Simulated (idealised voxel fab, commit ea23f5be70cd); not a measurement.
process module | voxel self aligned contacts
cross-section cut | 275 nm wide | cells 5 nm
A cross-section is a grid of square cells, given in bands from the top down. A band is one or more rows of cells.
Each band's line starts with the height of the band's top and of its bottom, in nm. Then come its materials from left to right, each with its width in nm. One material with "throughout" fills the band from edge to edge. "air" is empty space.
Height 0 is the level under which the wafer as received is all one material. The lowest band goes on downwards, as in "0 down".
A width such as "30 to 40" changes by the same amount from each row of cells to the next, from the band's top row to its bottom row.
"no change" after a step means that no cell of the cross-section changed.
closed voids: empty space of 8 cells or more with no open way to the top, each as width x height at its distance from the left edge, in nm
after a step's settings: what the simulator itself notes on the step
overlay nm, on a step with a mask: how far to the right of its planned place the mask lay; to the left if negative
plan
1 op RECEIVE | material Si
2 op OXIDIZE | depth nm 5
3 op DIRECTIONAL_DEP | material polySi | thk nm 25
4 op DIRECTIONAL_DEP | material SiN | thk nm 25
5 op DIRECTIONAL_DEP | material aC | thk nm 15
6 op PATTERN | tone cover | mask id GATE | material resist | width nm 35 | pitch nm 80 | thk nm 30 | overlay nm 0
7 op DIRECTIONAL_ETCH | etch materials aC | depth nm 15
8 op STRIP | etch materials resist
9 op DIRECTIONAL_ETCH | etch materials SiN | depth nm 25
10 op DIRECTIONAL_ETCH | etch materials polySi | depth nm 25
11 op STRIP | etch materials aC
12 op CONFORMAL_DEP | material SiN | thk nm 10
13 op DIRECTIONAL_ETCH | etch materials SiN | depth nm 10
14 op FILL_DEP | material SiO2 | thk nm 20
15 op CMP | height nm 60
16 op DIRECTIONAL_DEP | material aC | thk nm 10
17 op PATTERN | tone open | mask id CONTACT | material resist | width nm 55 | pitch nm 80 | thk nm 25 | overlay nm -15
18 op DIRECTIONAL_ETCH | etch materials aC | depth nm 10
19 op STRIP | etch materials resist
20 op DIRECTIONAL_ETCH | etch materials SiO2 | depth nm 65
21 op STRIP | etch materials aC
22 op CONFORMAL_DEP | material TiN | thk nm 5
23 op FILL_DEP | material Ru | thk nm 10
24 op CMP | height nm 60
25 op CONFORMAL_DEP | material SiCN | thk nm 5
varied across the wafers: overlay nm of step 17. The plan shows the first wafer's value. All wafers start alike
first wafer as received, after step 1
  0 down: Si throughout
  closed voids: none
first wafer at the end, after step 25
  65 to 60: SiCN throughout
  60 to 50: SiO2 55 | TiN 5 to 35 | Ru 45 to 15 | TiN 5 | SiO2 25 | TiN 5 to 35 | Ru 45 to 15 | TiN 5 | SiO2 85
  50 to 25: SiO2 30 | SiN 55 | TiN 5 | Ru 15 | TiN 5 | SiN 55 | TiN 5 | Ru 15 | TiN 5 | SiN 55 | SiO2 30
  25 to 0: SiO2 30 | SiN 10 | polySi 35 | SiN 10 | TiN 5 | Ru 15 | TiN 5 | SiN 10 | polySi 35 | SiN 10 | TiN 5 | Ru 15 | TiN 5 | SiN 10 | polySi 35 | SiN 10 | SiO2 30
  0 to -5: SiO2 85 | TiN 25 | SiO2 55 | TiN 25 | SiO2 85
  -5 down: Si throughout
  closed voids: none
last wafer at the end
  65 to 60: SiCN throughout
  60 to 50: SiO2 85 | TiN 5 | Ru 45 to 15 | TiN 5 to 35 | SiO2 25 | TiN 5 | Ru 45 to 15 | TiN 5 to 35 | SiO2 55
  50 to 25: SiO2 30 | SiN 55 | TiN 5 | Ru 15 | TiN 5 | SiN 55 | TiN 5 | Ru 15 | TiN 5 | SiN 55 | SiO2 30
  25 to 0: SiO2 30 | SiN 10 | polySi 35 | SiN 10 | TiN 5 | Ru 15 | TiN 5 | SiN 10 | polySi 35 | SiN 10 | TiN 5 | Ru 15 | TiN 5 | SiN 10 | polySi 35 | SiN 10 | SiO2 30
  0 to -5: SiO2 85 | TiN 25 | SiO2 55 | TiN 25 | SiO2 85
  -5 down: Si throughout
  closed voids: none
each wafer at the end: cells of each material gained (+) or lost (-) since it was received, then its closed voids
overlay nm -15 | +84 Ru | -55 Si | +55 SiCN | +225 SiN | +231 SiO2 | +70 TiN | +105 polySi | closed voids: none
overlay nm -10 | +84 Ru | -55 Si | +55 SiCN | +225 SiN | +231 SiO2 | +70 TiN | +105 polySi | closed voids: none
overlay nm -5 | +84 Ru | -55 Si | +55 SiCN | +225 SiN | +231 SiO2 | +70 TiN | +105 polySi | closed voids: none
overlay nm 0 | +84 Ru | -55 Si | +55 SiCN | +225 SiN | +231 SiO2 | +70 TiN | +105 polySi | closed voids: none
overlay nm 5 | +84 Ru | -55 Si | +55 SiCN | +225 SiN | +231 SiO2 | +70 TiN | +105 polySi | closed voids: none
overlay nm 10 | +84 Ru | -55 Si | +55 SiCN | +225 SiN | +231 SiO2 | +70 TiN | +105 polySi | closed voids: none
overlay nm 15 | +84 Ru | -55 Si | +55 SiCN | +225 SiN | +231 SiO2 | +70 TiN | +105 polySi | closed voids: none
